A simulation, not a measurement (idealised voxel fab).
The following is a process module called voxel trench capacitor.
Section cut is 285 nm wide and gridded with 5 nm square cells.
We lay out every cross-section as a grid of square cells and spell it out in bands from the top down, where one band means one or more rows of cells. Band: top and bottom heights (nm) first, top before bottom; then materials from left to right, widths in nm. "throughout" marks a sole material filling the band edge to edge. "empty" denotes empty space. Convention: height 0 is the level below which the wafer, as received, is all one material. The lowest band does not terminate at the bottom but continues downward, represented as "0 and below". When a width is written as two numbers, as in "30..40", the first number is the width in the top row of cells of the band and the second is the width in its bottom row, and the width changes by the same amount from each row to the next. Step note "no modification" = no cross-section cell changed. "Closed void register" lists enclosed empty spaces (at least 8 cells, no open path upward to the top), each as width x height at distance from the left edge, in nm. Note: text after step settings on the step line = simulator remark on that step. overlay nm: on a step with a mask, how far right of its planned place the mask lay; negative means left. In what follows, pairs of cross-sections are presented, each taken before and after one process step, with the after cross-section shown only down to the lowest band that was altered; the step, together with its settings, is stated below the pair. The pairs may stem from different runs of this module on the same starting wafer; accordingly, a pair should be taken as continuing from the one above it solely where its entry headed "Incoming structure" indicates as much.
[Incoming structure]
0 and below = Si throughout
Closed void register: none
[Structure After Step]
10 down to 0 = SiN throughout
Unchanged below 0.
Closed void register: none
Looking at the two cross-sections above, the step in the middle is CONFORMAL_DEP with material SiN, thk nm 10
Incoming structure: after-step cross-section of the pair just above applies.
[Structure After Step]
30 down to 10 = resist=100, then empty=25, then resist=30, then empty=25, then resist=105
Unchanged below 10.
Closed void register: none
Looking at the two cross-sections above, the step in the middle is PATTERN with tone open, mask id TRENCH, material resist, width nm 25, pitch nm 55, thk nm 20, overlay nm 0
Incoming structure: after-step cross-section of the pair just above applies.
[Structure After Step]
30 down to 10 = resist=100, then empty=25, then resist=30, then empty=25, then resist=105
10 down to 0 = SiN=100, then empty=25, then SiN=30, then empty=25, then SiN=105
Unchanged below 0.
Closed void register: none
Looking at the two cross-sections above, the step in the middle is DIRECTIONAL_ETCH with etch materials SiN, depth nm 10
Incoming structure: after-step cross-section of the pair just above applies.
[Structure After Step]
30 down to 10 = resist=100, then empty=25, then resist=30, then empty=25, then resist=105
10 down to 0 = SiN=100, then empty=25, then SiN=30, then empty=25, then SiN=105
0 down to -40 = Si=100, then empty=25, then Si=30, then empty=25, then Si=105
Unchanged below -40.
Closed void register: none
Looking at the two cross-sections above, the step in the middle is DIRECTIONAL_ETCH with etch materials Si, depth nm 40
Incoming structure: after-step cross-section of the pair just above applies.
[Structure After Step]
10 down to 0 = SiN=100, then empty=25, then SiN=30, then empty=25, then SiN=105
Unchanged below 0.
Closed void register: none
Looking at the two cross-sections above, the step in the middle is STRIP with etch materials resist
Incoming structure: after-step cross-section of the pair just above applies.
[Structure After Step]
15 down to 10 = HfO2=105, then empty=15, then HfO2=40, then empty=15, then HfO2=110
10 down to 0 = SiN=100, then HfO2=5, then empty=15, then HfO2=5, then SiN=30, then HfO2=5, then empty=15, then HfO2=5, then SiN=105
0 down to -35 = Si=100, then HfO2=5, then empty=15, then HfO2=5, then Si=30, then HfO2=5, then empty=15, then HfO2=5, then Si=105
-35 down to -40 = Si=100, then HfO2=25, then Si=30, then HfO2=25, then Si=105
Unchanged below -40.
Closed void register: none
Looking at the two cross-sections above, the step in the middle is CONFORMAL_DEP with material HfO2, thk nm 5
Incoming structure: after-step cross-section of the pair just above applies.
[Structure After Step]
20 down to 15 = TiN=110, then empty=5, then TiN=50, then empty=5, then TiN=115
15 down to 10 = HfO2=105, then TiN=5, then empty=5, then TiN=5, then HfO2=40, then TiN=5, then empty=5, then TiN=5, then HfO2=110
10 down to 0 = SiN=100, then HfO2=5, then TiN=5, then empty=5, then TiN=5, then HfO2=5, then SiN=30, then HfO2=5, then TiN=5, then empty=5, then TiN=5, then HfO2=5, then SiN=105
0 down to -30 = Si=100, then HfO2=5, then TiN=5, then empty=5, then TiN=5, then HfO2=5, then Si=30, then HfO2=5, then TiN=5, then empty=5, then TiN=5, then HfO2=5, then Si=105
-30 down to -35 = Si=100, then HfO2=5, then TiN=15, then HfO2=5, then Si=30, then HfO2=5, then TiN=15, then HfO2=5, then Si=105
Unchanged below -35.
Closed void register: none
Looking at the two cross-sections above, the step in the middle is CONFORMAL_DEP with material TiN, thk nm 5
Incoming structure: after-step cross-section of the pair just above applies.
[Structure After Step]
30 down to 20 = W throughout
20 down to 15 = TiN=110, then W=5, then TiN=50, then W=5, then TiN=115
15 down to 10 = HfO2=105, then TiN=5, then W=5, then TiN=5, then HfO2=40, then TiN=5, then W=5, then TiN=5, then HfO2=110
10 down to 0 = SiN=100, then HfO2=5, then TiN=5, then W=5, then TiN=5, then HfO2=5, then SiN=30, then HfO2=5, then TiN=5, then W=5, then TiN=5, then HfO2=5, then SiN=105
0 down to -30 = Si=100, then HfO2=5, then TiN=5, then W=5, then TiN=5, then HfO2=5, then Si=30, then HfO2=5, then TiN=5, then W=5, then TiN=5, then HfO2=5, then Si=105
Unchanged below -30.
Closed void register: none
Looking at the two cross-sections above, the step in the middle is FILL_DEP with material W, thk nm 10
Incoming structure: after-step cross-section of the pair just above applies.
[Structure After Step]
10 down to 0 = SiN=100, then HfO2=5, then TiN=5, then W=5, then TiN=5, then HfO2=5, then SiN=30, then HfO2=5, then TiN=5, then W=5, then TiN=5, then HfO2=5, then SiN=105
Unchanged below 0.
Closed void register: none
Looking at the two cross-sections above, the step in the middle is CMP with height nm 10
[Incoming structure]
10 down to 0 = SiN=100, then empty=25, then SiN=30, then empty=25, then SiN=105
0 down to -40 = Si=100, then empty=25, then Si=30, then empty=25, then Si=105
-40 and below = Si throughout
Closed void register: none
[Structure After Step]
15 down to 10 = TiN=105, then empty=15, then TiN=40, then empty=15, then TiN=110
10 down to 0 = SiN=100, then TiN=5, then empty=15, then TiN=5, then SiN=30, then TiN=5, then empty=15, then TiN=5, then SiN=105
0 down to -35 = Si=100, then TiN=5, then empty=15, then TiN=5, then Si=30, then TiN=5, then empty=15, then TiN=5, then Si=105
-35 down to -40 = Si=100, then TiN=25, then Si=30, then TiN=25, then Si=105
Unchanged below -40.
Closed void register: none
Looking at the two cross-sections above, the step in the middle is CONFORMAL_DEP with material TiN, thk nm 5
Incoming structure: after-step cross-section of the pair just above applies.
[Structure After Step]
25 down to 15 = W throughout
15 down to 10 = TiN=105, then W=15, then TiN=40, then W=15, then TiN=110
10 down to 0 = SiN=100, then TiN=5, then W=15, then TiN=5, then SiN=30, then TiN=5, then W=15, then TiN=5, then SiN=105
0 down to -35 = Si=100, then TiN=5, then W=15, then TiN=5, then Si=30, then TiN=5, then W=15, then TiN=5, then Si=105
Unchanged below -35.
Closed void register: none
Looking at the two cross-sections above, the step in the middle is FILL_DEP with material W, thk nm 10
Incoming structure: after-step cross-section of the pair just above applies.
[Structure After Step]
10 down to 0 = SiN=100, then TiN=5, then W=15, then TiN=5, then SiN=30, then TiN=5, then W=15, then TiN=5, then SiN=105
Unchanged below 0.
Closed void register: none
Looking at the two cross-sections above, the step in the middle is CMP with height nm 10
[Incoming structure]
15 down to 10 = TiN=105, then empty=15, then TiN=40, then empty=15, then TiN=110
10 down to 0 = SiN=100, then TiN=5, then empty=15, then TiN=5, then SiN=30, then TiN=5, then empty=15, then TiN=5, then SiN=105
0 down to -35 = Si=100, then TiN=5, then empty=15, then TiN=5, then Si=30, then TiN=5, then empty=15, then TiN=5, then Si=105
-35 down to -40 = Si=100, then TiN=25, then Si=30, then TiN=25, then Si=105
-40 and below = Si throughout
Closed void register: none
[Structure After Step]
20 down to 15 = HfO2=110, then empty=5, then HfO2=50, then empty=5, then HfO2=115
15 down to 10 = TiN=105, then HfO2=5, then empty=5, then HfO2=5, then TiN=40, then HfO2=5, then empty=5, then HfO2=5, then TiN=110
10 down to 0 = SiN=100, then TiN=5, then HfO2=5, then empty=5, then HfO2=5, then TiN=5, then SiN=30, then TiN=5, then HfO2=5, then empty=5, then HfO2=5, then TiN=5, then SiN=105
0 down to -30 = Si=100, then TiN=5, then HfO2=5, then empty=5, then HfO2=5, then TiN=5, then Si=30, then TiN=5, then HfO2=5, then empty=5, then HfO2=5, then TiN=5, then Si=105
-30 down to -35 = Si=100, then TiN=5, then HfO2=15, then TiN=5, then Si=30, then TiN=5, then HfO2=15, then TiN=5, then Si=105
Unchanged below -35.
Closed void register: none
Looking at the two cross-sections above, the step in the middle is CONFORMAL_DEP with material HfO2, thk nm 5
Incoming structure: after-step cross-section of the pair just above applies.
[Structure After Step]
30 down to 20 = W throughout
20 down to 15 = HfO2=110, then W=5, then HfO2=50, then W=5, then HfO2=115
15 down to 10 = TiN=105, then HfO2=5, then W=5, then HfO2=5, then TiN=40, then HfO2=5, then W=5, then HfO2=5, then TiN=110
10 down to 0 = SiN=100, then TiN=5, then HfO2=5, then W=5, then HfO2=5, then TiN=5, then SiN=30, then TiN=5, then HfO2=5, then W=5, then HfO2=5, then TiN=5, then SiN=105
0 down to -30 = Si=100, then TiN=5, then HfO2=5, then W=5, then HfO2=5, then TiN=5, then Si=30, then TiN=5, then HfO2=5, then W=5, then HfO2=5, then TiN=5, then Si=105
Unchanged below -30.
Closed void register: none
Looking at the two cross-sections above, the step in the middle is FILL_DEP with material W, thk nm 10
Incoming structure: after-step cross-section of the pair just above applies.
[Structure After Step]
10 down to 0 = SiN=100, then TiN=5, then HfO2=5, then W=5, then HfO2=5, then TiN=5, then SiN=30, then TiN=5, then HfO2=5, then W=5, then HfO2=5, then TiN=5, then SiN=105
Unchanged below 0.
Closed void register: none
Looking at the two cross-sections above, the step in the middle is CMP with height nm 10
[Incoming structure]
30 down to 20 = W throughout
20 down to 15 = TiN=110, then W=5, then TiN=50, then W=5, then TiN=115
15 down to 10 = HfO2=105, then TiN=5, then W=5, then TiN=5, then HfO2=40, then TiN=5, then W=5, then TiN=5, then HfO2=110
10 down to 0 = SiN=100, then HfO2=5, then TiN=5, then W=5, then TiN=5, then HfO2=5, then SiN=30, then HfO2=5, then TiN=5, then W=5, then TiN=5, then HfO2=5, then SiN=105
0 down to -30 = Si=100, then HfO2=5, then TiN=5, then W=5, then TiN=5, then HfO2=5, then Si=30, then HfO2=5, then TiN=5, then W=5, then TiN=5, then HfO2=5, then Si=105
-30 down to -35 = Si=100, then HfO2=5, then TiN=15, then HfO2=5, then Si=30, then HfO2=5, then TiN=15, then HfO2=5, then Si=105
-35 down to -40 = Si=100, then HfO2=25, then Si=30, then HfO2=25, then Si=105
-40 and below = Si throughout
Closed void register: none
[Structure After Step]
20 down to 15 = TiN=110, then W=5, then TiN=50, then W=5, then TiN=115
Unchanged below 15.
Closed void register: none
Looking at the two cross-sections above, the step in the middle is CMP with height nm 20
[Incoming structure]
10 down to 0 = SiN throughout
0 and below = Si throughout
Closed void register: none
[Structure After Step]
30 down to 10 = resist=100, then empty=30, then resist=25, then empty=30, then resist=100
Unchanged below 10.
Closed void register: none
Looking at the two cross-sections above, the step in the middle is PATTERN with tone open, mask id TRENCH, material resist, width nm 30, pitch nm 55, thk nm 20, overlay nm 0
Incoming structure: after-step cross-section of the pair just above applies.
[Structure After Step]
30 down to 10 = resist=100, then empty=30, then resist=25, then empty=30, then resist=100
10 down to 0 = SiN=100, then empty=30, then SiN=25, then empty=30, then SiN=100
Unchanged below 0.
Closed void register: none
Looking at the two cross-sections above, the step in the middle is DIRECTIONAL_ETCH with etch materials SiN, depth nm 10
Incoming structure: after-step cross-section of the pair just above applies.
[Structure After Step]
30 down to 10 = resist=100, then empty=30, then resist=25, then empty=30, then resist=100
10 down to 0 = SiN=100, then empty=30, then SiN=25, then empty=30, then SiN=100
0 down to -40 = Si=100, then empty=30, then Si=25, then empty=30, then Si=100
Unchanged below -40.
Closed void register: none
Looking at the two cross-sections above, the step in the middle is DIRECTIONAL_ETCH with etch materials Si, depth nm 40
Incoming structure: after-step cross-section of the pair just above applies.
[Structure After Step]
10 down to 0 = SiN=100, then empty=30, then SiN=25, then empty=30, then SiN=100
Unchanged below 0.
Closed void register: none
Looking at the two cross-sections above, the step in the middle is STRIP with etch materials resist
Incoming structure: after-step cross-section of the pair just above applies.
[Structure After Step]
15 down to 10 = HfO2=105, then empty=20, then HfO2=35, then empty=20, then HfO2=105
10 down to 0 = SiN=100, then HfO2=5, then empty=20, then HfO2=5, then SiN=25, then HfO2=5, then empty=20, then HfO2=5, then SiN=100
0 down to -35 = Si=100, then HfO2=5, then empty=20, then HfO2=5, then Si=25, then HfO2=5, then empty=20, then HfO2=5, then Si=100
-35 down to -40 = Si=100, then HfO2=30, then Si=25, then HfO2=30, then Si=100
Unchanged below -40.
Closed void register: none
Looking at the two cross-sections above, the step in the middle is CONFORMAL_DEP with material HfO2, thk nm 5
Incoming structure: after-step cross-section of the pair just above applies.
[Structure After Step]
20 down to 15 = TiN=110, then empty=10, then TiN=45, then empty=10, then TiN=110
15 down to 10 = HfO2=105, then TiN=5, then empty=10, then TiN=5, then HfO2=35, then TiN=5, then empty=10, then TiN=5, then HfO2=105
10 down to 0 = SiN=100, then HfO2=5, then TiN=5, then empty=10, then TiN=5, then HfO2=5, then SiN=25, then HfO2=5, then TiN=5, then empty=10, then TiN=5, then HfO2=5, then SiN=100
0 down to -30 = Si=100, then HfO2=5, then TiN=5, then empty=10, then TiN=5, then HfO2=5, then Si=25, then HfO2=5, then TiN=5, then empty=10, then TiN=5, then HfO2=5, then Si=100
-30 down to -35 = Si=100, then HfO2=5, then TiN=20, then HfO2=5, then Si=25, then HfO2=5, then TiN=20, then HfO2=5, then Si=100
Unchanged below -35.
Closed void register: none
Looking at the two cross-sections above, the step in the middle is CONFORMAL_DEP with material TiN, thk nm 5
Incoming structure: after-step cross-section of the pair just above applies.
[Structure After Step]
30 down to 20 = W throughout
20 down to 15 = TiN=110, then W=10, then TiN=45, then W=10, then TiN=110
15 down to 10 = HfO2=105, then TiN=5, then W=10, then TiN=5, then HfO2=35, then TiN=5, then W=10, then TiN=5, then HfO2=105
10 down to 0 = SiN=100, then HfO2=5, then TiN=5, then W=10, then TiN=5, then HfO2=5, then SiN=25, then HfO2=5, then TiN=5, then W=10, then TiN=5, then HfO2=5, then SiN=100
0 down to -30 = Si=100, then HfO2=5, then TiN=5, then W=10, then TiN=5, then HfO2=5, then Si=25, then HfO2=5, then TiN=5, then W=10, then TiN=5, then HfO2=5, then Si=100
Unchanged below -30.
Closed void register: none
Looking at the two cross-sections above, the step in the middle is FILL_DEP with material W, thk nm 10
Incoming structure: after-step cross-section of the pair just above applies.
[Structure After Step]
10 down to 0 = SiN=100, then HfO2=5, then TiN=5, then W=10, then TiN=5, then HfO2=5, then SiN=25, then HfO2=5, then TiN=5, then W=10, then TiN=5, then HfO2=5, then SiN=100
Unchanged below 0.
Closed void register: none
Looking at the two cross-sections above, the step in the middle is CMP with height nm 10
[Incoming structure]
10 down to 0 = SiN throughout
0 and below = Si throughout
Closed void register: none
[Structure After Step]
30 down to 10 = resist=110, then empty=25, then resist=30, then empty=25, then resist=95
Unchanged below 10.
Closed void register: none
Looking at the two cross-sections above, the step in the middle is PATTERN with tone open, mask id TRENCH, material resist, width nm 25, pitch nm 55, thk nm 20, overlay nm 10
Incoming structure: after-step cross-section of the pair just above applies.
[Structure After Step]
30 down to 10 = resist=110, then empty=25, then resist=30, then empty=25, then resist=95
10 down to 0 = SiN=110, then empty=25, then SiN=30, then empty=25, then SiN=95
Unchanged below 0.
Closed void register: none
Looking at the two cross-sections above, the step in the middle is DIRECTIONAL_ETCH with etch materials SiN, depth nm 10
Incoming structure: after-step cross-section of the pair just above applies.
[Structure After Step]
30 down to 10 = resist=110, then empty=25, then resist=30, then empty=25, then resist=95
10 down to 0 = SiN=110, then empty=25, then SiN=30, then empty=25, then SiN=95
0 down to -40 = Si=110, then empty=25, then Si=30, then empty=25, then Si=95
Unchanged below -40.
Closed void register: none
Looking at the two cross-sections above, the step in the middle is DIRECTIONAL_ETCH with etch materials Si, depth nm 40
Incoming structure: after-step cross-section of the pair just above applies.
[Structure After Step]
10 down to 0 = SiN=110, then empty=25, then SiN=30, then empty=25, then SiN=95
Unchanged below 0.
Closed void register: none
Looking at the two cross-sections above, the step in the middle is STRIP with etch materials resist
Incoming structure: after-step cross-section of the pair just above applies.
[Structure After Step]
15 down to 10 = HfO2=115, then empty=15, then HfO2=40, then empty=15, then HfO2=100
10 down to 0 = SiN=110, then HfO2=5, then empty=15, then HfO2=5, then SiN=30, then HfO2=5, then empty=15, then HfO2=5, then SiN=95
0 down to -35 = Si=110, then HfO2=5, then empty=15, then HfO2=5, then Si=30, then HfO2=5, then empty=15, then HfO2=5, then Si=95
-35 down to -40 = Si=110, then HfO2=25, then Si=30, then HfO2=25, then Si=95
Unchanged below -40.
Closed void register: none
Looking at the two cross-sections above, the step in the middle is CONFORMAL_DEP with material HfO2, thk nm 5
Incoming structure: after-step cross-section of the pair just above applies.
[Structure After Step]
20 down to 15 = TiN=120, then empty=5, then TiN=50, then empty=5, then TiN=105
15 down to 10 = HfO2=115, then TiN=5, then empty=5, then TiN=5, then HfO2=40, then TiN=5, then empty=5, then TiN=5, then HfO2=100
10 down to 0 = SiN=110, then HfO2=5, then TiN=5, then empty=5, then TiN=5, then HfO2=5, then SiN=30, then HfO2=5, then TiN=5, then empty=5, then TiN=5, then HfO2=5, then SiN=95
0 down to -30 = Si=110, then HfO2=5, then TiN=5, then empty=5, then TiN=5, then HfO2=5, then Si=30, then HfO2=5, then TiN=5, then empty=5, then TiN=5, then HfO2=5, then Si=95
-30 down to -35 = Si=110, then HfO2=5, then TiN=15, then HfO2=5, then Si=30, then HfO2=5, then TiN=15, then HfO2=5, then Si=95
Unchanged below -35.
Closed void register: none
Looking at the two cross-sections above, the step in the middle is CONFORMAL_DEP with material TiN, thk nm 5
Incoming structure: after-step cross-section of the pair just above applies.
[Structure After Step]
30 down to 20 = W throughout
20 down to 15 = TiN=120, then W=5, then TiN=50, then W=5, then TiN=105
15 down to 10 = HfO2=115, then TiN=5, then W=5, then TiN=5, then HfO2=40, then TiN=5, then W=5, then TiN=5, then HfO2=100
10 down to 0 = SiN=110, then HfO2=5, then TiN=5, then W=5, then TiN=5, then HfO2=5, then SiN=30, then HfO2=5, then TiN=5, then W=5, then TiN=5, then HfO2=5, then SiN=95
0 down to -30 = Si=110, then HfO2=5, then TiN=5, then W=5, then TiN=5, then HfO2=5, then Si=30, then HfO2=5, then TiN=5, then W=5, then TiN=5, then HfO2=5, then Si=95
Unchanged below -30.
Closed void register: none
Looking at the two cross-sections above, the step in the middle is FILL_DEP with material W, thk nm 10
Incoming structure: after-step cross-section of the pair just above applies.
[Structure After Step]
10 down to 0 = SiN=110, then HfO2=5, then TiN=5, then W=5, then TiN=5, then HfO2=5, then SiN=30, then HfO2=5, then TiN=5, then W=5, then TiN=5, then HfO2=5, then SiN=95
Unchanged below 0.
Closed void register: none
Looking at the two cross-sections above, the step in the middle is CMP with height nm 10
[Incoming structure]
0 and below = Si throughout
Closed void register: none
[Structure After Step]
10 down to 0 = W throughout
Unchanged below 0.
Closed void register: none
Looking at the two cross-sections above, the step in the middle is CONFORMAL_DEP with material W, thk nm 10
Incoming structure: after-step cross-section of the pair just above applies.
[Structure After Step]
30 down to 10 = resist=100, then empty=25, then resist=30, then empty=25, then resist=105
Unchanged below 10.
Closed void register: none
Looking at the two cross-sections above, the step in the middle is PATTERN with tone open, mask id TRENCH, material resist, width nm 25, pitch nm 55, thk nm 20, overlay nm 0
Incoming structure: after-step cross-section of the pair just above applies.
[Structure After Step]
10 down to 0 = W throughout
Unchanged below 0.
Closed void register: none
Looking at the two cross-sections above, the step in the middle is STRIP with etch materials resist
Incoming structure: after-step cross-section of the pair just above applies.
[Structure After Step]
15 down to 10 = HfO2 throughout
Unchanged below 10.
Closed void register: none
Looking at the two cross-sections above, the step in the middle is CONFORMAL_DEP with material HfO2, thk nm 5
Incoming structure: after-step cross-section of the pair just above applies.
[Structure After Step]
20 down to 15 = TiN throughout
Unchanged below 15.
Closed void register: none
Looking at the two cross-sections above, the step in the middle is CONFORMAL_DEP with material TiN, thk nm 5
Incoming structure: after-step cross-section of the pair just above applies.
[Structure After Step]
30 down to 20 = W throughout
Unchanged below 20.
Closed void register: none
Looking at the two cross-sections above, the step in the middle is FILL_DEP with material W, thk nm 10
Incoming structure: after-step cross-section of the pair just above applies.
[Structure After Step]
10 down to 0 = W throughout
Unchanged below 0.
Closed void register: none
Looking at the two cross-sections above, the step in the middle is CMP with height nm 10
[Incoming structure]
10 down to 0 = SiN throughout
0 and below = Si throughout
Closed void register: none
[Structure After Step]
30 down to 10 = empty=100, then resist=25, then empty=30, then resist=25, then empty=105
Unchanged below 10.
Closed void register: none
Looking at the two cross-sections above, the step in the middle is PATTERN with tone cover, mask id TRENCH, material resist, width nm 25, pitch nm 55, thk nm 20, overlay nm 0
Incoming structure: after-step cross-section of the pair just above applies.
[Structure After Step]
30 down to 10 = empty=100, then resist=25, then empty=30, then resist=25, then empty=105
10 down to 0 = empty=100, then SiN=25, then empty=30, then SiN=25, then empty=105
Unchanged below 0.
Closed void register: none
Looking at the two cross-sections above, the step in the middle is DIRECTIONAL_ETCH with etch materials SiN, depth nm 10
Incoming structure: after-step cross-section of the pair just above applies.
[Structure After Step]
30 down to 10 = empty=100, then resist=25, then empty=30, then resist=25, then empty=105
10 down to 0 = empty=100, then SiN=25, then empty=30, then SiN=25, then empty=105
0 down to -40 = empty=100, then Si=25, then empty=30, then Si=25, then empty=105
Unchanged below -40.
Closed void register: none
Looking at the two cross-sections above, the step in the middle is DIRECTIONAL_ETCH with etch materials Si, depth nm 40
Incoming structure: after-step cross-section of the pair just above applies.
[Structure After Step]
10 down to 0 = empty=100, then SiN=25, then empty=30, then SiN=25, then empty=105
Unchanged below 0.
Closed void register: none
Looking at the two cross-sections above, the step in the middle is STRIP with etch materials resist
Incoming structure: after-step cross-section of the pair just above applies.
[Structure After Step]
15 down to 10 = empty=95, then HfO2=35, then empty=20, then HfO2=35, then empty=100
10 down to 0 = empty=95, then HfO2=5, then SiN=25, then HfO2=5, then empty=20, then HfO2=5, then SiN=25, then HfO2=5, then empty=100
0 down to -35 = empty=95, then HfO2=5, then Si=25, then HfO2=5, then empty=20, then HfO2=5, then Si=25, then HfO2=5, then empty=100
-35 down to -40 = HfO2=100, then Si=25, then HfO2=30, then Si=25, then HfO2=105
Unchanged below -40.
Closed void register: none
Looking at the two cross-sections above, the step in the middle is CONFORMAL_DEP with material HfO2, thk nm 5
Incoming structure: after-step cross-section of the pair just above applies.
[Structure After Step]
20 down to 15 = empty=90, then TiN=45, then empty=10, then TiN=45, then empty=95
15 down to 10 = empty=90, then TiN=5, then HfO2=35, then TiN=5, then empty=10, then TiN=5, then HfO2=35, then TiN=5, then empty=95
10 down to 0 = empty=90, then TiN=5, then HfO2=5, then SiN=25, then HfO2=5, then TiN=5, then empty=10, then TiN=5, then HfO2=5, then SiN=25, then HfO2=5, then TiN=5, then empty=95
0 down to -30 = empty=90, then TiN=5, then HfO2=5, then Si=25, then HfO2=5, then TiN=5, then empty=10, then TiN=5, then HfO2=5, then Si=25, then HfO2=5, then TiN=5, then empty=95
-30 down to -35 = TiN=95, then HfO2=5, then Si=25, then HfO2=5, then TiN=20, then HfO2=5, then Si=25, then HfO2=5, then TiN=100
Unchanged below -35.
Closed void register: none
Looking at the two cross-sections above, the step in the middle is CONFORMAL_DEP with material TiN, thk nm 5
Incoming structure: after-step cross-section of the pair just above applies.
[Structure After Step]
30 down to 20 = W throughout
20 down to 15 = W=90, then TiN=45, then W=10, then TiN=45, then W=95
15 down to 10 = W=90, then TiN=5, then HfO2=35, then TiN=5, then W=10, then TiN=5, then HfO2=35, then TiN=5, then W=95
10 down to 0 = W=90, then TiN=5, then HfO2=5, then SiN=25, then HfO2=5, then TiN=5, then W=10, then TiN=5, then HfO2=5, then SiN=25, then HfO2=5, then TiN=5, then W=95
0 down to -30 = W=90, then TiN=5, then HfO2=5, then Si=25, then HfO2=5, then TiN=5, then W=10, then TiN=5, then HfO2=5, then Si=25, then HfO2=5, then TiN=5, then W=95
Unchanged below -30.
Closed void register: none
Looking at the two cross-sections above, the step in the middle is FILL_DEP with material W, thk nm 10
Incoming structure: after-step cross-section of the pair just above applies.
[Structure After Step]
10 down to 0 = W=90, then TiN=5, then HfO2=5, then SiN=25, then HfO2=5, then TiN=5, then W=10, then TiN=5, then HfO2=5, then SiN=25, then HfO2=5, then TiN=5, then W=95
Unchanged below 0.
Closed void register: none
Looking at the two cross-sections above, the step in the middle is CMP with height nm 10
